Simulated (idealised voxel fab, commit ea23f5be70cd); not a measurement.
The process module presented herein is designated voxel quadruple lines.
Cross-section cut spans 285 nm and uses square cells 5 nm in size.
Notation: cross-section as square-cell grid; stated in bands, top first, going down; one or more cell rows per band.
Each band's line starts with the height of the band's top and of its bottom, in nm. Then come its materials from left to right, each with its width in nm. One material with "throughout" fills the band from edge to edge. "air" is empty space.
Note: height 0 marks the level under which the wafer is uniformly one material as received. Lowest band unbounded below, written "0 and below".
Width spec "30->40" -> top row of cells at first value, bottom row at second value, equal per-row change in between.
Any step labelled "remained unchanged" changed none of the cells in the cross-section.
Listed in "Enclosed cavities": every empty space of 8 or more cells without an open way to the top. Form: width x height at distance, the distance being from the left edge, all in nm.
Anything after a step's settings on that line? It's the simulator's own note about the step.
For masked steps, "overlay nm" on the step line gives how far right of plan the mask actually lay; a minus sign means it lay to the left.

The following list gives the planned process steps
1: RECEIVE,material Si
2: CONFORMAL_DEP,material SiO2,thk nm 5
3: DIRECTIONAL_DEP,material W,thk nm 10
4: DIRECTIONAL_DEP,material polySi,thk nm 20
5: DIRECTIONAL_DEP,material aC,thk nm 25
6: PATTERN,tone cover,mask id MANDREL,material resist,width nm 20,pitch nm 60,thk nm 35,overlay nm 0
7: DIRECTIONAL_ETCH,etch materials aC,depth nm 25
8: STRIP,etch materials resist
9: CONFORMAL_DEP,material SiO2,thk nm 10
10: DIRECTIONAL_ETCH,etch materials SiO2,depth nm 10
11: STRIP,etch materials aC
12: DIRECTIONAL_ETCH,etch materials polySi,depth nm 20
13: STRIP,etch materials SiO2
14: CONFORMAL_DEP,material SiCN,thk nm 5
15: DIRECTIONAL_ETCH,etch materials SiCN,depth nm 5
16: STRIP,etch materials polySi
17: DIRECTIONAL_ETCH,etch materials W,depth nm 10
18: STRIP,etch materials SiCN

First out of two wafers; run went to plan

Wafer as received: cross-section following step 1
0 and below = Si throughout
Enclosed cavities: none

Cross-section of the wafer subsequent to step 2
5 down to 0 = SiO2 throughout
Beneath the level 0, the cross-section is identical to its previous state.

Cross-section of the wafer subsequent to step 3
15 down to 5 = W throughout
Beneath the level 5, the cross-section is identical to its previous state.

Cross-section of the wafer subsequent to step 4
35 down to 15 = polySi throughout
Beneath the level 15, the cross-section is identical to its previous state.

Cross-section of the wafer subsequent to step 5
60 down to 35 = aC throughout
Beneath the level 35, the cross-section is identical to its previous state.

Cross-section of the wafer subsequent to step 6
95 down to 60 = 100 air, 20 resist, 40 air, 20 resist, 105 air
Beneath the level 60, the cross-section is identical to its previous state.

Cross-section of the wafer subsequent to step 7
70 down to 60 = 100 air, 20 resist, 40 air, 20 resist, 105 air
60 down to 35 = 100 air, 20 aC, 40 air, 20 aC, 105 air
Beneath the level 35, the cross-section is identical to its previous state.

Cross-section of the wafer subsequent to step 8
60 down to 35 = 100 air, 20 aC, 40 air, 20 aC, 105 air
Beneath the level 35, the cross-section is identical to its previous state.

Cross-section of the wafer subsequent to step 9
70 down to 60 = 90 air, 40 SiO2, 20 air, 40 SiO2, 95 air
60 down to 45 = 90 air, 10 SiO2, 20 aC, 10 SiO2, 20 air, 10 SiO2, 20 aC, 10 SiO2, 95 air
45 down to 35 = 100 SiO2, 20 aC, 40 SiO2, 20 aC, 105 SiO2
Beneath the level 35, the cross-section is identical to its previous state.

Cross-section of the wafer subsequent to step 10
60 down to 35 = 90 air, 10 SiO2, 20 aC, 10 SiO2, 20 air, 10 SiO2, 20 aC, 10 SiO2, 95 air
Beneath the level 35, the cross-section is identical to its previous state.

Cross-section of the wafer subsequent to step 11
60 down to 35 = 90 air, 10 SiO2, 20 air, 10 SiO2, 20 air, 10 SiO2, 20 air, 10 SiO2, 95 air
Beneath the level 35, the cross-section is identical to its previous state.

Cross-section of the wafer subsequent to step 12
60 down to 35 = 90 air, 10 SiO2, 20 air, 10 SiO2, 20 air, 10 SiO2, 20 air, 10 SiO2, 95 air
35 down to 15 = 90 air, 10 polySi, 20 air, 10 polySi, 20 air, 10 polySi, 20 air, 10 polySi, 95 air
Beneath the level 15, the cross-section is identical to its previous state.

Cross-section of the wafer subsequent to step 13
35 down to 15 = 90 air, 10 polySi, 20 air, 10 polySi, 20 air, 10 polySi, 20 air, 10 polySi, 95 air
Beneath the level 15, the cross-section is identical to its previous state.

Cross-section of the wafer subsequent to step 14
40 down to 35 = 85 air, 20 SiCN, 10 air, 20 SiCN, 10 air, 20 SiCN, 10 air, 20 SiCN, 90 air
35 down to 20 = 85 air, 5 SiCN, 10 polySi, 5 SiCN, 10 air, 5 SiCN, 10 polySi, 5 SiCN, 10 air, 5 SiCN, 10 polySi, 5 SiCN, 10 air, 5 SiCN, 10 polySi, 5 SiCN, 90 air
20 down to 15 = 90 SiCN, 10 polySi, 20 SiCN, 10 polySi, 20 SiCN, 10 polySi, 20 SiCN, 10 polySi, 95 SiCN
Beneath the level 15, the cross-section is identical to its previous state.

Cross-section of the wafer subsequent to step 15
35 down to 15 = 85 air, 5 SiCN, 10 polySi, 5 SiCN, 10 air, 5 SiCN, 10 polySi, 5 SiCN, 10 air, 5 SiCN, 10 polySi, 5 SiCN, 10 air, 5 SiCN, 10 polySi, 5 SiCN, 90 air
Beneath the level 15, the cross-section is identical to its previous state.

Cross-section of the wafer subsequent to step 16
35 down to 15 = 85 air, 5 SiCN, 10 air, 5 SiCN, 10 air, 5 SiCN, 10 air, 5 SiCN, 10 air, 5 SiCN, 10 air, 5 SiCN, 10 air, 5 SiCN, 10 air, 5 SiCN, 90 air
Beneath the level 15, the cross-section is identical to its previous state.

Cross-section of the wafer subsequent to step 17
35 down to 15 = 85 air, 5 SiCN, 10 air, 5 SiCN, 10 air, 5 SiCN, 10 air, 5 SiCN, 10 air, 5 SiCN, 10 air, 5 SiCN, 10 air, 5 SiCN, 10 air, 5 SiCN, 90 air
15 down to 5 = 85 air, 5 W, 10 air, 5 W, 10 air, 5 W, 10 air, 5 W, 10 air, 5 W, 10 air, 5 W, 10 air, 5 W, 10 air, 5 W, 90 air
Beneath the level 5, the cross-section is identical to its previous state.

Cross-section of the wafer subsequent to step 18
15 down to 5 = 85 air, 5 W, 10 air, 5 W, 10 air, 5 W, 10 air, 5 W, 10 air, 5 W, 10 air, 5 W, 10 air, 5 W, 10 air, 5 W, 90 air
Beneath the level 5, the cross-section is identical to its previous state.

The second wafer: identical to the first at the outset and in its planned sequence, differing only in that one mistake was made during processing; up to and including step 9, its path is the first wafer's path

Cross-section of the second wafer at the time step 10 of the plan should have ended
60 down to 50 = 100 air, 20 aC, 40 air, 20 aC, 105 air
50 down to 35 = 90 air, 10 SiO2, 20 aC, 10 SiO2, 20 air, 10 SiO2, 20 aC, 10 SiO2, 95 air
Beneath the level 35, the cross-section is identical to its previous state.

Cross-section of the second wafer at the time step 11 of the plan should have ended
50 down to 35 = 90 air, 10 SiO2, 20 air, 10 SiO2, 20 air, 10 SiO2, 20 air, 10 SiO2, 95 air
Beneath the level 35, the cross-section is identical to its previous state.

Cross-section of the second wafer at the time step 12 of the plan should have ended
50 down to 35 = 90 air, 10 SiO2, 20 air, 10 SiO2, 20 air, 10 SiO2, 20 air, 10 SiO2, 95 air
35 down to 15 = 90 air, 10 polySi, 20 air, 10 polySi, 20 air, 10 polySi, 20 air, 10 polySi, 95 air
Beneath the level 15, the cross-section is identical to its previous state.

Cross-section of the second wafer at the time step 13 of the plan should have ended
35 down to 15 = 90 air, 10 polySi, 20 air, 10 polySi, 20 air, 10 polySi, 20 air, 10 polySi, 95 air
Beneath the level 15, the cross-section is identical to its previous state.

Cross-section of the second wafer at the time step 14 of the plan should have ended
40 down to 35 = 85 air, 20 SiCN, 10 air, 20 SiCN, 10 air, 20 SiCN, 10 air, 20 SiCN, 90 air
35 down to 20 = 85 air, 5 SiCN, 10 polySi, 5 SiCN, 10 air, 5 SiCN, 10 polySi, 5 SiCN, 10 air, 5 SiCN, 10 polySi, 5 SiCN, 10 air, 5 SiCN, 10 polySi, 5 SiCN, 90 air
20 down to 15 = 90 SiCN, 10 polySi, 20 SiCN, 10 polySi, 20 SiCN, 10 polySi, 20 SiCN, 10 polySi, 95 SiCN
Beneath the level 15, the cross-section is identical to its previous state.

Cross-section of the second wafer at the time step 15 of the plan should have ended
35 down to 15 = 85 air, 5 SiCN, 10 polySi, 5 SiCN, 10 air, 5 SiCN, 10 polySi, 5 SiCN, 10 air, 5 SiCN, 10 polySi, 5 SiCN, 10 air, 5 SiCN, 10 polySi, 5 SiCN, 90 air
Beneath the level 15, the cross-section is identical to its previous state.

Cross-section of the second wafer at the time step 16 of the plan should have ended
35 down to 15 = 85 air, 5 SiCN, 10 air, 5 SiCN, 10 air, 5 SiCN, 10 air, 5 SiCN, 10 air, 5 SiCN, 10 air, 5 SiCN, 10 air, 5 SiCN, 10 air, 5 SiCN, 90 air
Beneath the level 15, the cross-section is identical to its previous state.

Cross-section of the second wafer at the time step 17 of the plan should have ended
35 down to 15 = 85 air, 5 SiCN, 10 air, 5 SiCN, 10 air, 5 SiCN, 10 air, 5 SiCN, 10 air, 5 SiCN, 10 air, 5 SiCN, 10 air, 5 SiCN, 10 air, 5 SiCN, 90 air
15 down to 5 = 85 air, 5 W, 10 air, 5 W, 10 air, 5 W, 10 air, 5 W, 10 air, 5 W, 10 air, 5 W, 10 air, 5 W, 10 air, 5 W, 90 air
Beneath the level 5, the cross-section is identical to its previous state.

Cross-section of the second wafer at the time step 18 of the plan should have ended
15 down to 5 = 85 air, 5 W, 10 air, 5 W, 10 air, 5 W, 10 air, 5 W, 10 air, 5 W, 10 air, 5 W, 10 air, 5 W, 10 air, 5 W, 90 air
Beneath the level 5, the cross-section is identical to its previous state.
The mistake made against the process plan was this: twice, step 10 of the plan was run
at the end the two cross-sections are the same: no effect in what this model computes
